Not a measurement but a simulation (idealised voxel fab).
The process module presented herein is designated voxel capacitor over wiring.
Section shown: cut. Width: 300 nm. Cell size: 5 nm, square.
When this document writes out a cross-section, it uses a grid of square cells and lists it as bands, beginning at the top and moving down, with a band standing for one or more rows of cells.
Top height, bottom height, nm. Materials left to right, width each, nm. Single material + "full width" = fills band edge to edge. "empty" = empty.
Height is counted from the level 0, under which the received wafer is composed throughout of one material. The lowest of the bands is not closed at the bottom but continues downward, in the notation "0 -> down".
Width: "30 to 40" (first number = top row, second number = bottom row, same change from row to row of cells).
Reading "stayed the same" for a step: not a cell of the cross-section changed in it.
Entry "Sealed void inventory" = empty spaces >= 8 cells with no open way to the top; each as width x height at distance, distance from left edge, all nm.
What comes after the settings on a step's line is commentary from the simulator itself on that step.
Among the settings permitted on a step's line is "overlay nm"; applied to a step with a mask, it specifies the extent to which the mask lay to the right of its planned position, whereas a negative figure signifies a position to the left.
How should the pairs below be read? Each gives the cross-section before one process step and the cross-section after it, the latter drawn only to the lowest band that changed; the step that lies between them, with its settings, appears under the pair. Does a pair pick up where the pair above left off? Only where its entry headed "Pre-step" says so, since pairs can come from different runs of this module on the same starting wafer.

### Pre-step
  45 -> 40: SiCN full width
  40 -> 20: 100 nm SiO2  20 nm Ru  55 nm SiO2  20 nm Ru  105 nm SiO2
  20 -> 15: 100 nm SiO2  20 nm TiN  55 nm SiO2  20 nm TiN  105 nm SiO2
  15 -> 0: SiO2 full width
  0 -> down: Si full width
  Sealed void inventory: none

### Step Outcome
  55 -> 45: lowk full width
  Below 45 it's all the same as before, nothing changed down there.
  Sealed void inventory: none
Going from one cross-section above to the next, the wafer undergoes DIRECTIONAL_DEP [material lowk] [thk nm 10]

Pre-step: as in the pair right above, post-step view.

### Step Outcome
  55 -> 45: 105 nm lowk  15 nm empty  180 nm lowk
  Below 45 it's all the same as before, nothing changed down there.
  Sealed void inventory: none
Going from one cross-section above to the next, the wafer undergoes MASKED_ETCH [tone open] [mask id PLUG_1] [width nm 15] [etch materials lowk] [depth nm 20] [overlay nm 0]

Pre-step: as in the pair right above, post-step view.

### Step Outcome
  55 -> 45: 105 nm lowk  15 nm empty  180 nm lowk
  45 -> 40: 105 nm SiCN  15 nm empty  180 nm SiCN
  Below 40 it's all the same as before, nothing changed down there.
  Sealed void inventory: none
Going from one cross-section above to the next, the wafer undergoes MASKED_ETCH [tone open] [mask id PLUG_1] [width nm 15] [etch materials SiCN] [depth nm 5] [overlay nm 0]

Pre-step: as in the pair right above, post-step view.

### Step Outcome
  55 -> 50: 105 nm lowk  15 nm empty  180 nm lowk
  50 -> 45: 105 nm lowk  15 nm Ru  180 nm lowk
  45 -> 40: 105 nm SiCN  15 nm Ru  180 nm SiCN
  Below 40 it's all the same as before, nothing changed down there.
  Sealed void inventory: none
Going from one cross-section above to the next, the wafer undergoes EPI [material Ru] [thk nm 10]

Pre-step: as in the pair right above, post-step view.

### Step Outcome
  60 -> 55: 100 nm empty  25 nm Ru  175 nm empty
  55 -> 45: 105 nm lowk  15 nm Ru  180 nm lowk
  Below 45 it's all the same as before, nothing changed down there.
  Sealed void inventory: none
Going from one cross-section above to the next, the wafer undergoes EPI [material Ru] [thk nm 10]

Pre-step: as in the pair right above, post-step view.

### Step Outcome
  65 -> 55: 95 nm empty  35 nm Ru  170 nm empty
  Below 55 it's all the same as before, nothing changed down there.
  Sealed void inventory: none
Going from one cross-section above to the next, the wafer undergoes EPI [material Ru] [thk nm 5]

Pre-step: as in the pair right above, post-step view.

### Step Outcome
  70 -> 65: 95 nm empty  35 nm TiN  170 nm empty
  65 -> 60: 95 nm empty  35 nm Ru  170 nm empty
  60 -> 55: 95 nm TiN  35 nm Ru  170 nm TiN
  Below 55 it's all the same as before, nothing changed down there.
  Sealed void inventory: none
Going from one cross-section above to the next, the wafer undergoes DIRECTIONAL_DEP [material TiN] [thk nm 5]

Pre-step: as in the pair right above, post-step view.

### Step Outcome
  75 -> 70: 95 nm empty  35 nm SiN  170 nm empty
  70 -> 65: 95 nm empty  35 nm TiN  170 nm empty
  65 -> 60: 95 nm SiN  35 nm Ru  170 nm SiN
  Below 60 it's all the same as before, nothing changed down there.
  Sealed void inventory: none
Going from one cross-section above to the next, the wafer undergoes DIRECTIONAL_DEP [material SiN] [thk nm 5]

Pre-step: as in the pair right above, post-step view.

### Step Outcome
  85 -> 75: 95 nm empty  35 nm TiN  170 nm empty
  75 -> 70: 95 nm TiN  35 nm SiN  170 nm TiN
  70 -> 65: TiN full width
  Below 65 it's all the same as before, nothing changed down there.
  Sealed void inventory: none
Going from one cross-section above to the next, the wafer undergoes DIRECTIONAL_DEP [material TiN] [thk nm 10]

Pre-step: as in the pair right above, post-step view.

### Step Outcome
  105 -> 85: 105 nm empty  60 nm resist  135 nm empty
  85 -> 75: 95 nm empty  35 nm TiN  35 nm resist  135 nm empty
  Below 75 it's all the same as before, nothing changed down there.
  Sealed void inventory: none
Going from one cross-section above to the next, the wafer undergoes PATTERN [tone cover] [mask id UPPER_PLATE] [material resist] [width nm 60] [thk nm 20] [overlay nm 0]

Pre-step: as in the pair right above, post-step view.

### Step Outcome
  105 -> 85: 105 nm empty  60 nm resist  135 nm empty
  85 -> 75: 105 nm empty  25 nm TiN  35 nm resist  135 nm empty
  75 -> 70: 95 nm empty  35 nm SiN  35 nm TiN  135 nm empty
  70 -> 65: 95 nm empty  70 nm TiN  135 nm empty
  Below 65 it's all the same as before, nothing changed down there.
  Sealed void inventory: none
Going from one cross-section above to the next, the wafer undergoes DIRECTIONAL_ETCH [etch materials TiN] [depth nm 10]

Pre-step: as in the pair right above, post-step view.

### Step Outcome
  105 -> 85: 105 nm empty  60 nm resist  135 nm empty
  85 -> 75: 105 nm empty  25 nm TiN  35 nm resist  135 nm empty
  75 -> 70: 105 nm empty  25 nm SiN  35 nm TiN  135 nm empty
  70 -> 65: 95 nm empty  70 nm TiN  135 nm empty
  65 -> 60: 95 nm empty  35 nm Ru  35 nm SiN  135 nm empty
  Below 60 it's all the same as before, nothing changed down there.
  Sealed void inventory: none
Going from one cross-section above to the next, the wafer undergoes DIRECTIONAL_ETCH [etch materials SiN] [depth nm 5]

Pre-step: as in the pair right above, post-step view.

### Step Outcome
  85 -> 75: 105 nm empty  25 nm TiN  170 nm empty
  Below 75 it's all the same as before, nothing changed down there.
  Sealed void inventory: none
Going from one cross-section above to the next, the wafer undergoes STRIP [etch materials resist]

Pre-step: as in the pair right above, post-step view.

### Step Outcome
  85 -> 75: 105 nm empty  25 nm TiN  170 nm empty
  75 -> 70: 105 nm empty  25 nm SiN  35 nm TiN  135 nm empty
  70 -> 65: 100 nm empty  65 nm TiN  135 nm empty
  65 -> 60: 95 nm empty  35 nm Ru  35 nm SiN  135 nm empty
  60 -> 55: 95 nm empty  35 nm Ru  40 nm TiN  130 nm empty
  Below 55 it's all the same as before, nothing changed down there.
  Sealed void inventory: none
Going from one cross-section above to the next, the wafer undergoes MASKED_ETCH [tone cover] [mask id LOWER_PLATE] [width nm 70] [etch materials TiN] [depth nm 5] [overlay nm 0]

Pre-step: as in the pair right above, post-step view.

### Step Outcome
  100 -> 85: SiO2 full width
  85 -> 75: 105 nm SiO2  25 nm TiN  170 nm SiO2
  75 -> 70: 105 nm SiO2  25 nm SiN  35 nm TiN  135 nm SiO2
  70 -> 65: 100 nm SiO2  65 nm TiN  135 nm SiO2
  65 -> 60: 95 nm SiO2  35 nm Ru  35 nm SiN  135 nm SiO2
  60 -> 55: 95 nm SiO2  35 nm Ru  40 nm TiN  130 nm SiO2
  Below 55 it's all the same as before, nothing changed down there.
  Sealed void inventory: none
Going from one cross-section above to the next, the wafer undergoes FILL_DEP [material SiO2] [thk nm 15]

Pre-step: as in the pair right above, post-step view.

### Step Outcome
  95 -> 85: SiO2 full width
  Below 85 it's all the same as before, nothing changed down there.
  Sealed void inventory: none
Going from one cross-section above to the next, the wafer undergoes CMP [height nm 95]

Pre-step: as in the pair right above, post-step view.

### Step Outcome
  110 -> 95: 115 nm resist  15 nm empty  170 nm resist
  Below 95 it's all the same as before, nothing changed down there.
  Sealed void inventory: none
Going from one cross-section above to the next, the wafer undergoes PATTERN [tone open] [mask id PLUG_2] [material resist] [width nm 15] [thk nm 15] [overlay nm 0]

Pre-step: as in the pair right above, post-step view.

### Step Outcome
  110 -> 95: 115 nm resist  15 nm empty  170 nm resist
  95 -> 85: 115 nm SiO2  15 nm empty  170 nm SiO2
  Below 85 it's all the same as before, nothing changed down there.
  Sealed void inventory: none
Going from one cross-section above to the next, the wafer undergoes DIRECTIONAL_ETCH [etch materials SiO2] [depth nm 10]

Pre-step: as in the pair right above, post-step view.

### Step Outcome
  95 -> 85: 115 nm SiO2  15 nm empty  170 nm SiO2
  Below 85 it's all the same as before, nothing changed down there.
  Sealed void inventory: none
Going from one cross-section above to the next, the wafer undergoes STRIP [etch materials resist]

Pre-step: as in the pair right above, post-step view.

### Step Outcome
  100 -> 95: 120 nm TiN  5 nm empty  175 nm TiN
  95 -> 90: 115 nm SiO2  5 nm TiN  5 nm empty  5 nm TiN  170 nm SiO2
  90 -> 85: 115 nm SiO2  15 nm TiN  170 nm SiO2
  Below 85 it's all the same as before, nothing changed down there.
  Sealed void inventory: none
Going from one cross-section above to the next, the wafer undergoes CONFORMAL_DEP [material TiN] [thk nm 5]

Pre-step: as in the pair right above, post-step view.

### Step Outcome
  110 -> 100: W full width
  100 -> 95: 120 nm TiN  5 nm W  175 nm TiN
  95 -> 90: 115 nm SiO2  5 nm TiN  5 nm W  5 nm TiN  170 nm SiO2
  Below 90 it's all the same as before, nothing changed down there.
  Sealed void inventory: none
Going from one cross-section above to the next, the wafer undergoes FILL_DEP [material W] [thk nm 10]

Pre-step: as in the pair right above, post-step view.

### Step Outcome
  95 -> 90: 115 nm SiO2  5 nm TiN  5 nm W  5 nm TiN  170 nm SiO2
  Below 90 it's all the same as before, nothing changed down there.
  Sealed void inventory: none
Going from one cross-section above to the next, the wafer undergoes CMP [height nm 95]

Pre-step: as in the pair right above, post-step view.

### Step Outcome
  100 -> 95: SiCN full width
  Below 95 it's all the same as before, nothing changed down there.
  Sealed void inventory: none
Going from one cross-section above to the next, the wafer undergoes CONFORMAL_DEP [material SiCN] [thk nm 5]

### Pre-step
  65 -> 45: lowk full width
  45 -> 40: SiCN full width
  40 -> 20: 100 nm SiO2  20 nm Ru  55 nm SiO2  20 nm Ru  105 nm SiO2
  20 -> 15: 100 nm SiO2  20 nm TiN  55 nm SiO2  20 nm TiN  105 nm SiO2
  15 -> 0: SiO2 full width
  0 -> down: Si full width
  Sealed void inventory: none

### Step Outcome
  65 -> 45: 100 nm lowk  25 nm empty  175 nm lowk
  Below 45 it's all the same as before, nothing changed down there.
  Sealed void inventory: none
Going from one cross-section above to the next, the wafer undergoes MASKED_ETCH [tone open] [mask id PLUG_1] [width nm 25] [etch materials lowk] [depth nm 20] [overlay nm 0]

Pre-step: as in the pair right above, post-step view.

### Step Outcome
  65 -> 45: 100 nm lowk  25 nm empty  175 nm lowk
  45 -> 40: 105 nm SiCN  15 nm empty  180 nm SiCN
  Below 40 it's all the same as before, nothing changed down there.
  Sealed void inventory: none
Going from one cross-section above to the next, the wafer undergoes MASKED_ETCH [tone open] [mask id PLUG_1] [width nm 15] [etch materials SiCN] [depth nm 5] [overlay nm 0]

Pre-step: as in the pair right above, post-step view.

### Step Outcome
  65 -> 50: 100 nm lowk  25 nm empty  175 nm lowk
  50 -> 45: 100 nm lowk  25 nm Ru  175 nm lowk
  45 -> 40: 105 nm SiCN  15 nm Ru  180 nm SiCN
  Below 40 it's all the same as before, nothing changed down there.
  Sealed void inventory: none
Going from one cross-section above to the next, the wafer undergoes EPI [material Ru] [thk nm 10]

Pre-step: as in the pair right above, post-step view.

### Step Outcome
  65 -> 60: 100 nm lowk  25 nm empty  175 nm lowk
  60 -> 45: 100 nm lowk  25 nm Ru  175 nm lowk
  Below 45 it's all the same as before, nothing changed down there.
  Sealed void inventory: none
Going from one cross-section above to the next, the wafer undergoes EPI [material Ru] [thk nm 10]

Pre-step: as in the pair right above, post-step view.

### Step Outcome
  65 -> 45: 100 nm lowk  25 nm Ru  175 nm lowk
  Below 45 it's all the same as before, nothing changed down there.
  Sealed void inventory: none
Going from one cross-section above to the next, the wafer undergoes EPI [material Ru] [thk nm 5]

Pre-step: as in the pair right above, post-step view.

### Step Outcome
  70 -> 65: TiN full width
  Below 65 it's all the same as before, nothing changed down there.
  Sealed void inventory: none
Going from one cross-section above to the next, the wafer undergoes DIRECTIONAL_DEP [material TiN] [thk nm 5]

Pre-step: as in the pair right above, post-step view.

### Step Outcome
  75 -> 70: SiN full width
  Below 70 it's all the same as before, nothing changed down there.
  Sealed void inventory: none
Going from one cross-section above to the next, the wafer undergoes DIRECTIONAL_DEP [material SiN] [thk nm 5]

Pre-step: as in the pair right above, post-step view.

### Step Outcome
  85 -> 75: TiN full width
  Below 75 it's all the same as before, nothing changed down there.
  Sealed void inventory: none
Going from one cross-section above to the next, the wafer undergoes DIRECTIONAL_DEP [material TiN] [thk nm 10]

Pre-step: as in the pair right above, post-step view.

### Step Outcome
  105 -> 85: 105 nm empty  60 nm resist  135 nm empty
  Below 85 it's all the same as before, nothing changed down there.
  Sealed void inventory: none
Going from one cross-section above to the next, the wafer undergoes PATTERN [tone cover] [mask id UPPER_PLATE] [material resist] [width nm 60] [thk nm 20] [overlay nm 0]

Pre-step: as in the pair right above, post-step view.

### Step Outcome
  105 -> 85: 105 nm empty  60 nm resist  135 nm empty
  85 -> 75: 105 nm empty  60 nm TiN  135 nm empty
  Below 75 it's all the same as before, nothing changed down there.
  Sealed void inventory: none
Going from one cross-section above to the next, the wafer undergoes DIRECTIONAL_ETCH [etch materials TiN] [depth nm 10]

Pre-step: as in the pair right above, post-step view.

### Step Outcome
  105 -> 85: 105 nm empty  60 nm resist  135 nm empty
  85 -> 75: 105 nm empty  60 nm TiN  135 nm empty
  75 -> 70: 105 nm empty  60 nm SiN  135 nm empty
  Below 70 it's all the same as before, nothing changed down there.
  Sealed void inventory: none
Going from one cross-section above to the next, the wafer undergoes DIRECTIONAL_ETCH [etch materials SiN] [depth nm 5]

Pre-step: as in the pair right above, post-step view.

### Step Outcome
  85 -> 75: 105 nm empty  60 nm TiN  135 nm empty
  Below 75 it's all the same as before, nothing changed down there.
  Sealed void inventory: none
Going from one cross-section above to the next, the wafer undergoes STRIP [etch materials resist]

Pre-step: as in the pair right above, post-step view.

### Step Outcome
  85 -> 75: 105 nm empty  60 nm TiN  135 nm empty
  75 -> 70: 105 nm empty  60 nm SiN  135 nm empty
  70 -> 65: 100 nm empty  70 nm TiN  130 nm empty
  Below 65 it's all the same as before, nothing changed down there.
  Sealed void inventory: none
Going from one cross-section above to the next, the wafer undergoes MASKED_ETCH [tone cover] [mask id LOWER_PLATE] [width nm 70] [etch materials TiN] [depth nm 5] [overlay nm 0]

Pre-step: as in the pair right above, post-step view.

### Step Outcome
  100 -> 85: SiO2 full width
  85 -> 75: 105 nm SiO2  60 nm TiN  135 nm SiO2
  75 -> 70: 105 nm SiO2  60 nm SiN  135 nm SiO2
  70 -> 65: 100 nm SiO2  70 nm TiN  130 nm SiO2
  Below 65 it's all the same as before, nothing changed down there.
  Sealed void inventory: none
Going from one cross-section above to the next, the wafer undergoes FILL_DEP [material SiO2] [thk nm 15]

Pre-step: as in the pair right above, post-step view.

### Step Outcome
  95 -> 85: SiO2 full width
  Below 85 it's all the same as before, nothing changed down there.
  Sealed void inventory: none
Going from one cross-section above to the next, the wafer undergoes CMP [height nm 95]

Pre-step: as in the pair right above, post-step view.

### Step Outcome
  110 -> 95: 115 nm resist  15 nm empty  170 nm resist
  Below 95 it's all the same as before, nothing changed down there.
  Sealed void inventory: none
Going from one cross-section above to the next, the wafer undergoes PATTERN [tone open] [mask id PLUG_2] [material resist] [width nm 15] [thk nm 15] [overlay nm 0]

Pre-step: as in the pair right above, post-step view.

### Step Outcome
  110 -> 95: 115 nm resist  15 nm empty  170 nm resist
  95 -> 85: 115 nm SiO2  15 nm empty  170 nm SiO2
  Below 85 it's all the same as before, nothing changed down there.
  Sealed void inventory: none
Going from one cross-section above to the next, the wafer undergoes DIRECTIONAL_ETCH [etch materials SiO2] [depth nm 10]

Pre-step: as in the pair right above, post-step view.

### Step Outcome
  95 -> 85: 115 nm SiO2  15 nm empty  170 nm SiO2
  Below 85 it's all the same as before, nothing changed down there.
  Sealed void inventory: none
Going from one cross-section above to the next, the wafer undergoes STRIP [etch materials resist]

Pre-step: as in the pair right above, post-step view.

### Step Outcome
  100 -> 95: 120 nm TiN  5 nm empty  175 nm TiN
  95 -> 90: 115 nm SiO2  5 nm TiN  5 nm empty  5 nm TiN  170 nm SiO2
  90 -> 85: 115 nm SiO2  15 nm TiN  170 nm SiO2
  Below 85 it's all the same as before, nothing changed down there.
  Sealed void inventory: none
Going from one cross-section above to the next, the wafer undergoes CONFORMAL_DEP [material TiN] [thk nm 5]

Pre-step: as in the pair right above, post-step view.

### Step Outcome
  110 -> 100: W full width
  100 -> 95: 120 nm TiN  5 nm W  175 nm TiN
  95 -> 90: 115 nm SiO2  5 nm TiN  5 nm W  5 nm TiN  170 nm SiO2
  Below 90 it's all the same as before, nothing changed down there.
  Sealed void inventory: none
Going from one cross-section above to the next, the wafer undergoes FILL_DEP [material W] [thk nm 10]

Pre-step: as in the pair right above, post-step view.

### Step Outcome
  95 -> 90: 115 nm SiO2  5 nm TiN  5 nm W  5 nm TiN  170 nm SiO2
  Below 90 it's all the same as before, nothing changed down there.
  Sealed void inventory: none
Going from one cross-section above to the next, the wafer undergoes CMP [height nm 95]

Pre-step: as in the pair right above, post-step view.

### Step Outcome
  100 -> 95: SiCN full width
  Below 95 it's all the same as before, nothing changed down there.
  Sealed void inventory: none
Going from one cross-section above to the next, the wafer undergoes CONFORMAL_DEP [material SiCN] [thk nm 5]

### Pre-step
  65 -> 45: 105 nm lowk  15 nm empty  180 nm lowk
  45 -> 40: SiCN full width
  40 -> 20: 100 nm SiO2  20 nm Ru  55 nm SiO2  20 nm Ru  105 nm SiO2
  20 -> 15: 100 nm SiO2  20 nm TiN  55 nm SiO2  20 nm TiN  105 nm SiO2
  15 -> 0: SiO2 full width
  0 -> down: Si full width
  Sealed void inventory: none

### Step Outcome
  65 -> 45: 105 nm lowk  15 nm empty  180 nm lowk
  45 -> 40: 115 nm SiCN  5 nm empty  180 nm SiCN
  Below 40 it's all the same as before, nothing changed down there.
  Sealed void inventory: none
Going from one cross-section above to the next, the wafer undergoes MASKED_ETCH [tone open] [mask id PLUG_1] [width nm 15] [etch materials SiCN] [depth nm 5] [overlay nm 10]

Pre-step: as in the pair right above, post-step view.

### Step Outcome
  65 -> 50: 105 nm lowk  15 nm empty  180 nm lowk
  50 -> 45: 105 nm lowk  5 nm empty  10 nm Ru  180 nm lowk
  45 -> 40: 115 nm SiCN  5 nm Ru  180 nm SiCN
  Below 40 it's all the same as before, nothing changed down there.
  Sealed void inventory: none
Going from one cross-section above to the next, the wafer undergoes EPI [material Ru] [thk nm 10]

Pre-step: as in the pair right above, post-step view.

### Step Outcome
  65 -> 60: 105 nm lowk  15 nm empty  180 nm lowk
  60 -> 45: 105 nm lowk  15 nm Ru  180 nm lowk
  Below 45 it's all the same as before, nothing changed down there.
  Sealed void inventory: none
Going from one cross-section above to the next, the wafer undergoes EPI [material Ru] [thk nm 10]

Pre-step: as in the pair right above, post-step view.

### Step Outcome
  65 -> 45: 105 nm lowk  15 nm Ru  180 nm lowk
  Below 45 it's all the same as before, nothing changed down there.
  Sealed void inventory: none
Going from one cross-section above to the next, the wafer undergoes EPI [material Ru] [thk nm 5]

Pre-step: as in the pair right above, post-step view.

### Step Outcome
  70 -> 65: TiN full width
  Below 65 it's all the same as before, nothing changed down there.
  Sealed void inventory: none
Going from one cross-section above to the next, the wafer undergoes DIRECTIONAL_DEP [material TiN] [thk nm 5]

Pre-step: as in the pair right above, post-step view.

### Step Outcome
  75 -> 70: SiN full width
  Below 70 it's all the same as before, nothing changed down there.
  Sealed void inventory: none
Going from one cross-section above to the next, the wafer undergoes DIRECTIONAL_DEP [material SiN] [thk nm 5]

Pre-step: as in the pair right above, post-step view.

### Step Outcome
  85 -> 75: TiN full width
  Below 75 it's all the same as before, nothing changed down there.
  Sealed void inventory: none
Going from one cross-section above to the next, the wafer undergoes DIRECTIONAL_DEP [material TiN] [thk nm 10]

Pre-step: as in the pair right above, post-step view.

### Step Outcome
  105 -> 85: 105 nm empty  60 nm resist  135 nm empty
  Below 85 it's all the same as before, nothing changed down there.
  Sealed void inventory: none
Going from one cross-section above to the next, the wafer undergoes PATTERN [tone cover] [mask id UPPER_PLATE] [material resist] [width nm 60] [thk nm 20] [overlay nm 0]

Pre-step: as in the pair right above, post-step view.

### Step Outcome
  105 -> 85: 105 nm empty  60 nm resist  135 nm empty
  85 -> 75: 105 nm empty  60 nm TiN  135 nm empty
  Below 75 it's all the same as before, nothing changed down there.
  Sealed void inventory: none
Going from one cross-section above to the next, the wafer undergoes DIRECTIONAL_ETCH [etch materials TiN] [depth nm 10]

Pre-step: as in the pair right above, post-step view.

### Step Outcome
  105 -> 85: 105 nm empty  60 nm resist  135 nm empty
  85 -> 75: 105 nm empty  60 nm TiN  135 nm empty
  75 -> 70: 105 nm empty  60 nm SiN  135 nm empty
  Below 70 it's all the same as before, nothing changed down there.
  Sealed void inventory: none
Going from one cross-section above to the next, the wafer undergoes DIRECTIONAL_ETCH [etch materials SiN] [depth nm 5]

Pre-step: as in the pair right above, post-step view.

### Step Outcome
  85 -> 75: 105 nm empty  60 nm TiN  135 nm empty
  Below 75 it's all the same as before, nothing changed down there.
  Sealed void inventory: none
Going from one cross-section above to the next, the wafer undergoes STRIP [etch materials resist]

Pre-step: as in the pair right above, post-step view.

### Step Outcome
  85 -> 75: 105 nm empty  60 nm TiN  135 nm empty
  75 -> 70: 105 nm empty  60 nm SiN  135 nm empty
  70 -> 65: 100 nm empty  70 nm TiN  130 nm empty
  Below 65 it's all the same as before, nothing changed down there.
  Sealed void inventory: none
Going from one cross-section above to the next, the wafer undergoes MASKED_ETCH [tone cover] [mask id LOWER_PLATE] [width nm 70] [etch materials TiN] [depth nm 5] [overlay nm 0]

Pre-step: as in the pair right above, post-step view.

### Step Outcome
  100 -> 85: SiO2 full width
  85 -> 75: 105 nm SiO2  60 nm TiN  135 nm SiO2
  75 -> 70: 105 nm SiO2  60 nm SiN  135 nm SiO2
  70 -> 65: 100 nm SiO2  70 nm TiN  130 nm SiO2
  Below 65 it's all the same as before, nothing changed down there.
  Sealed void inventory: none
Going from one cross-section above to the next, the wafer undergoes FILL_DEP [material SiO2] [thk nm 15]

Pre-step: as in the pair right above, post-step view.

### Step Outcome
  95 -> 85: SiO2 full width
  Below 85 it's all the same as before, nothing changed down there.
  Sealed void inventory: none
Going from one cross-section above to the next, the wafer undergoes CMP [height nm 95]

Pre-step: as in the pair right above, post-step view.

### Step Outcome
  110 -> 95: 115 nm resist  15 nm empty  170 nm resist
  Below 95 it's all the same as before, nothing changed down there.
  Sealed void inventory: none
Going from one cross-section above to the next, the wafer undergoes PATTERN [tone open] [mask id PLUG_2] [material resist] [width nm 15] [thk nm 15] [overlay nm 0]

Pre-step: as in the pair right above, post-step view.

### Step Outcome
  110 -> 95: 115 nm resist  15 nm empty  170 nm resist
  95 -> 85: 115 nm SiO2  15 nm empty  170 nm SiO2
  Below 85 it's all the same as before, nothing changed down there.
  Sealed void inventory: none
Going from one cross-section above to the next, the wafer undergoes DIRECTIONAL_ETCH [etch materials SiO2] [depth nm 10]

Pre-step: as in the pair right above, post-step view.

### Step Outcome
  95 -> 85: 115 nm SiO2  15 nm empty  170 nm SiO2
  Below 85 it's all the same as before, nothing changed down there.
  Sealed void inventory: none
Going from one cross-section above to the next, the wafer undergoes STRIP [etch materials resist]

Pre-step: as in the pair right above, post-step view.

### Step Outcome
  100 -> 95: 120 nm TiN  5 nm empty  175 nm TiN
  95 -> 90: 115 nm SiO2  5 nm TiN  5 nm empty  5 nm TiN  170 nm SiO2
  90 -> 85: 115 nm SiO2  15 nm TiN  170 nm SiO2
  Below 85 it's all the same as before, nothing changed down there.
  Sealed void inventory: none
Going from one cross-section above to the next, the wafer undergoes CONFORMAL_DEP [material TiN] [thk nm 5]

Pre-step: as in the pair right above, post-step view.

### Step Outcome
  110 -> 100: W full width
  100 -> 95: 120 nm TiN  5 nm W  175 nm TiN
  95 -> 90: 115 nm SiO2  5 nm TiN  5 nm W  5 nm TiN  170 nm SiO2
  Below 90 it's all the same as before, nothing changed down there.
  Sealed void inventory: none
Going from one cross-section above to the next, the wafer undergoes FILL_DEP [material W] [thk nm 10]

Pre-step: as in the pair right above, post-step view.

### Step Outcome
  95 -> 90: 115 nm SiO2  5 nm TiN  5 nm W  5 nm TiN  170 nm SiO2
  Below 90 it's all the same as before, nothing changed down there.
  Sealed void inventory: none
Going from one cross-section above to the next, the wafer undergoes CMP [height nm 95]

Pre-step: as in the pair right above, post-step view.

### Step Outcome
  100 -> 95: SiCN full width
  Below 95 it's all the same as before, nothing changed down there.
  Sealed void inventory: none
Going from one cross-section above to the next, the wafer undergoes CONFORMAL_DEP [material SiCN] [thk nm 5]

### Pre-step
  45 -> 40: SiCN full width
  40 -> 20: 100 nm SiO2  20 nm Ru  55 nm SiO2  20 nm Ru  105 nm SiO2
  20 -> 15: 100 nm SiO2  20 nm TiN  55 nm SiO2  20 nm TiN  105 nm SiO2
  15 -> 0: SiO2 full width
  0 -> down: Si full width
  Sealed void inventory: none

### Step Outcome
  65 -> 45: TiN full width
  Below 45 it's all the same as before, nothing changed down there.
  Sealed void inventory: none
Going from one cross-section above to the next, the wafer undergoes DIRECTIONAL_DEP [material TiN] [thk nm 20]

Pre-step: as in the pair right above, post-step view.

### Step Outcome
  75 -> 65: Ru full width
  Below 65 it's all the same as before, nothing changed down there.
  Sealed void inventory: none
Going from one cross-section above to the next, the wafer undergoes EPI [material Ru] [thk nm 10]

Pre-step: as in the pair right above, post-step view.

### Step Outcome
  85 -> 65: Ru full width
  Below 65 it's all the same as before, nothing changed down there.
  Sealed void inventory: none
Going from one cross-section above to the next, the wafer undergoes EPI [material Ru] [thk nm 10]

Pre-step: as in the pair right above, post-step view.

### Step Outcome
  90 -> 65: Ru full width
  Below 65 it's all the same as before, nothing changed down there.
  Sealed void inventory: none
Going from one cross-section above to the next, the wafer undergoes EPI [material Ru] [thk nm 5]

Pre-step: as in the pair right above, post-step view.

### Step Outcome
  95 -> 90: TiN full width
  Below 90 it's all the same as before, nothing changed down there.
  Sealed void inventory: none
Going from one cross-section above to the next, the wafer undergoes DIRECTIONAL_DEP [material TiN] [thk nm 5]

Pre-step: as in the pair right above, post-step view.

### Step Outcome
  100 -> 95: SiN full width
  Below 95 it's all the same as before, nothing changed down there.
  Sealed void inventory: none
Going from one cross-section above to the next, the wafer undergoes DIRECTIONAL_DEP [material SiN] [thk nm 5]

Pre-step: as in the pair right above, post-step view.

### Step Outcome
  110 -> 100: TiN full width
  Below 100 it's all the same as before, nothing changed down there.
  Sealed void inventory: none
Going from one cross-section above to the next, the wafer undergoes DIRECTIONAL_DEP [material TiN] [thk nm 10]

Pre-step: as in the pair right above, post-step view.

### Step Outcome
  130 -> 110: 105 nm empty  60 nm resist  135 nm empty
  Below 110 it's all the same as before, nothing changed down there.
  Sealed void inventory: none
Going from one cross-section above to the next, the wafer undergoes PATTERN [tone cover] [mask id UPPER_PLATE] [material resist] [width nm 60] [thk nm 20] [overlay nm 0]

Pre-step: as in the pair right above, post-step view.

### Step Outcome
  130 -> 110: 105 nm empty  60 nm resist  135 nm empty
  110 -> 100: 105 nm empty  60 nm TiN  135 nm empty
  Below 100 it's all the same as before, nothing changed down there.
  Sealed void inventory: none
Going from one cross-section above to the next, the wafer undergoes DIRECTIONAL_ETCH [etch materials TiN] [depth nm 10]

Pre-step: as in the pair right above, post-step view.

### Step Outcome
  130 -> 110: 105 nm empty  60 nm resist  135 nm empty
  110 -> 100: 105 nm empty  60 nm TiN  135 nm empty
  100 -> 95: 105 nm empty  60 nm SiN  135 nm empty
  Below 95 it's all the same as before, nothing changed down there.
  Sealed void inventory: none
Going from one cross-section above to the next, the wafer undergoes DIRECTIONAL_ETCH [etch materials SiN] [depth nm 5]

Pre-step: as in the pair right above, post-step view.

### Step Outcome
  110 -> 100: 105 nm empty  60 nm TiN  135 nm empty
  Below 100 it's all the same as before, nothing changed down there.
  Sealed void inventory: none
Going from one cross-section above to the next, the wafer undergoes STRIP [etch materials resist]

Pre-step: as in the pair right above, post-step view.

### Step Outcome
  110 -> 100: 105 nm empty  60 nm TiN  135 nm empty
  100 -> 95: 105 nm empty  60 nm SiN  135 nm empty
  95 -> 90: 100 nm empty  70 nm TiN  130 nm empty
  Below 90 it's all the same as before, nothing changed down there.
  Sealed void inventory: none
Going from one cross-section above to the next, the wafer undergoes MASKED_ETCH [tone cover] [mask id LOWER_PLATE] [width nm 70] [etch materials TiN] [depth nm 5] [overlay nm 0]

Pre-step: as in the pair right above, post-step view.

### Step Outcome
  125 -> 110: SiO2 full width
  110 -> 100: 105 nm SiO2  60 nm TiN  135 nm SiO2
  100 -> 95: 105 nm SiO2  60 nm SiN  135 nm SiO2
  95 -> 90: 100 nm SiO2  70 nm TiN  130 nm SiO2
  Below 90 it's all the same as before, nothing changed down there.
  Sealed void inventory: none
Going from one cross-section above to the next, the wafer undergoes FILL_DEP [material SiO2] [thk nm 15]

Pre-step: as in the pair right above, post-step view.

### Step Outcome
  95 -> 90: 100 nm SiO2  70 nm TiN  130 nm SiO2
  Below 90 it's all the same as before, nothing changed down there.
  Sealed void inventory: none
Going from one cross-section above to the next, the wafer undergoes CMP [height nm 95]

Pre-step: as in the pair right above, post-step view.

### Step Outcome
  110 -> 95: 115 nm resist  15 nm empty  170 nm resist
  Below 95 it's all the same as before, nothing changed down there.
  Sealed void inventory: none
Going from one cross-section above to the next, the wafer undergoes PATTERN [tone open] [mask id PLUG_2] [material resist] [width nm 15] [thk nm 15] [overlay nm 0]
